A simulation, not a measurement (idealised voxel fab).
process module | voxel wiring stack
cross-section cut | 205 nm wide | cells 5 nm
A cross-section is a grid of square cells, given in bands from the top down. A band is one or more rows of cells.
Each band's line starts with the height of the band's top and of its bottom, in nm. Then come its materials from left to right, each with its width in nm. One material with "throughout" fills the band from edge to edge. "air" is empty space.
Height 0 is the level under which the wafer as received is all one material. The lowest band goes on downwards, as in "0 down".
A width such as "30 to 40" changes by the same amount from each row of cells to the next, from the band's top row to its bottom row.
"no change" after a step means that no cell of the cross-section changed.
closed voids: empty space of 8 cells or more with no open way to the top, each as width x height at its distance from the left edge, in nm
after a step's settings: what the simulator itself notes on the step
overlay nm, on a step with a mask: how far to the right of its planned place the mask lay; to the left if negative
plan
1 op RECEIVE | material Si
2 op CONFORMAL_DEP | material SiO2 | thk nm 10
3 op DIRECTIONAL_DEP | material TiN | thk nm 5
4 op DIRECTIONAL_DEP | material W | thk nm 20
5 op DIRECTIONAL_DEP | material aC | thk nm 15
6 op PATTERN | tone cover | mask id METAL_1 | material resist | width nm 30 | pitch nm 50 | thk nm 35 | overlay nm 0
7 op DIRECTIONAL_ETCH | etch materials aC | depth nm 15
8 op STRIP | etch materials resist
9 op DIRECTIONAL_ETCH | etch materials W | depth nm 20
10 op DIRECTIONAL_ETCH | etch materials TiN | depth nm 5
11 op STRIP | etch materials aC
12 op FILL_DEP | material lowk | thk nm 5
13 op CMP | height nm 35
14 op CONFORMAL_DEP | material SiCN | thk nm 5
15 op DIRECTIONAL_DEP | material lowk | thk nm 25
16 op MASKED_ETCH | tone open | mask id METAL_2_HOLES | width nm 15 | pitch nm 50 | etch materials lowk | depth nm 25 | overlay nm 0
17 op MASKED_ETCH | tone open | mask id METAL_2 | width nm 30 | pitch nm 50 | etch materials lowk | depth nm 15 | overlay nm 0
18 op MASKED_ETCH | tone open | mask id METAL_2 | width nm 30 | pitch nm 50 | etch materials SiCN | depth nm 5 | overlay nm 0
19 op CONFORMAL_DEP | material TiN | thk nm 5
20 op FILL_DEP | material Cu | thk nm 5
21 op CMP | height nm 65
22 op CONFORMAL_DEP | material SiN | thk nm 5
first wafer, as planned
as received, after step 1
  0 down: Si throughout
  closed voids: none
after step 2
  10 to 0: SiO2 throughout
  below 0: unchanged
after step 3
  15 to 10: TiN throughout
  below 10: unchanged
after step 4
  35 to 15: W throughout
  below 15: unchanged
after step 5
  50 to 35: aC throughout
  below 35: unchanged
after step 6
  85 to 50: air 60 | resist 30 | air 20 | resist 30 | air 65
  below 50: unchanged
after step 7
  70 to 50: air 60 | resist 30 | air 20 | resist 30 | air 65
  50 to 35: air 60 | aC 30 | air 20 | aC 30 | air 65
  below 35: unchanged
after step 8
  50 to 35: air 60 | aC 30 | air 20 | aC 30 | air 65
  below 35: unchanged
after step 9
  50 to 35: air 60 | aC 30 | air 20 | aC 30 | air 65
  35 to 15: air 60 | W 30 | air 20 | W 30 | air 65
  below 15: unchanged
after step 10
  50 to 35: air 60 | aC 30 | air 20 | aC 30 | air 65
  35 to 15: air 60 | W 30 | air 20 | W 30 | air 65
  15 to 10: air 60 | TiN 30 | air 20 | TiN 30 | air 65
  below 10: unchanged
after step 11
  35 to 15: air 60 | W 30 | air 20 | W 30 | air 65
  below 15: unchanged
after step 12
  40 to 35: lowk throughout
  35 to 15: lowk 60 | W 30 | lowk 20 | W 30 | lowk 65
  15 to 10: lowk 60 | TiN 30 | lowk 20 | TiN 30 | lowk 65
  below 10: unchanged
after step 13
  35 to 15: lowk 60 | W 30 | lowk 20 | W 30 | lowk 65
  below 15: unchanged
after step 14
  40 to 35: SiCN throughout
  below 35: unchanged
after step 15
  65 to 40: lowk throughout
  below 40: unchanged
after step 16
  65 to 40: lowk 60 | air 15 | lowk 35 | air 15 | lowk 80
  below 40: unchanged
after step 17
  65 to 50: lowk 60 | air 30 | lowk 20 | air 30 | lowk 65
  below 50: unchanged
after step 18
  65 to 50: lowk 60 | air 30 | lowk 20 | air 30 | lowk 65
  50 to 40: lowk 60 | air 15 | lowk 35 | air 15 | lowk 80
  40 to 35: SiCN 60 | air 15 | SiCN 35 | air 15 | SiCN 80
  below 35: unchanged
after step 19
  70 to 65: TiN 65 | air 20 | TiN 30 | air 20 | TiN 70
  65 to 55: lowk 60 | TiN 5 | air 20 | TiN 5 | lowk 20 | TiN 5 | air 20 | TiN 5 | lowk 65
  55 to 50: lowk 60 | TiN 5 | air 5 | TiN 20 | lowk 20 | TiN 5 | air 5 | TiN 20 | lowk 65
  50 to 40: lowk 60 | TiN 5 | air 5 | TiN 5 | lowk 35 | TiN 5 | air 5 | TiN 5 | lowk 80
  40 to 35: SiCN 60 | TiN 15 | SiCN 35 | TiN 15 | SiCN 80
  below 35: unchanged
after step 20
  75 to 70: Cu throughout
  70 to 65: TiN 65 | Cu 20 | TiN 30 | Cu 20 | TiN 70
  65 to 55: lowk 60 | TiN 5 | Cu 20 | TiN 5 | lowk 20 | TiN 5 | Cu 20 | TiN 5 | lowk 65
  55 to 50: lowk 60 | TiN 5 | Cu 5 | TiN 20 | lowk 20 | TiN 5 | Cu 5 | TiN 20 | lowk 65
  50 to 40: lowk 60 | TiN 5 | Cu 5 | TiN 5 | lowk 35 | TiN 5 | Cu 5 | TiN 5 | lowk 80
  below 40: unchanged
after step 21
  65 to 55: lowk 60 | TiN 5 | Cu 20 | TiN 5 | lowk 20 | TiN 5 | Cu 20 | TiN 5 | lowk 65
  below 55: unchanged
after step 22
  70 to 65: SiN throughout
  below 65: unchanged
second wafer: like start, like plan, one mistake. Through step 14 it matches the first wafer
when step 15 should have ended
  90 to 40: lowk throughout
  below 40: unchanged
when step 16 should have ended
  90 to 65: lowk 60 | air 15 | lowk 35 | air 15 | lowk 80
  below 65: unchanged
when step 17 should have ended
  90 to 75: lowk 60 | air 30 | lowk 20 | air 30 | lowk 65
  75 to 50: lowk 60 | air 15 | lowk 35 | air 15 | lowk 80
  below 50: unchanged
when step 18 should have ended: no change
when step 19 should have ended
  95 to 90: TiN 65 | air 20 | TiN 30 | air 20 | TiN 70
  90 to 80: lowk 60 | TiN 5 | air 20 | TiN 5 | lowk 20 | TiN 5 | air 20 | TiN 5 | lowk 65
  80 to 75: lowk 60 | TiN 5 | air 5 | TiN 20 | lowk 20 | TiN 5 | air 5 | TiN 20 | lowk 65
  75 to 55: lowk 60 | TiN 5 | air 5 | TiN 5 | lowk 35 | TiN 5 | air 5 | TiN 5 | lowk 80
  55 to 50: lowk 60 | TiN 15 | lowk 35 | TiN 15 | lowk 80
  below 50: unchanged
when step 20 should have ended
  100 to 95: Cu throughout
  95 to 90: TiN 65 | Cu 20 | TiN 30 | Cu 20 | TiN 70
  90 to 80: lowk 60 | TiN 5 | Cu 20 | TiN 5 | lowk 20 | TiN 5 | Cu 20 | TiN 5 | lowk 65
  80 to 75: lowk 60 | TiN 5 | Cu 5 | TiN 20 | lowk 20 | TiN 5 | Cu 5 | TiN 20 | lowk 65
  75 to 55: lowk 60 | TiN 5 | Cu 5 | TiN 5 | lowk 35 | TiN 5 | Cu 5 | TiN 5 | lowk 80
  below 55: unchanged
when step 21 should have ended
  65 to 55: lowk 60 | TiN 5 | Cu 5 | TiN 5 | lowk 35 | TiN 5 | Cu 5 | TiN 5 | lowk 80
  below 55: unchanged
when step 22 should have ended
  70 to 65: SiN throughout
  below 65: unchanged
what went wrong: step 15 was run twice
at the end the second wafer has, in cells: 18 fewer of Cu | 6 more of SiCN | 18 fewer of TiN | 30 more of lowk
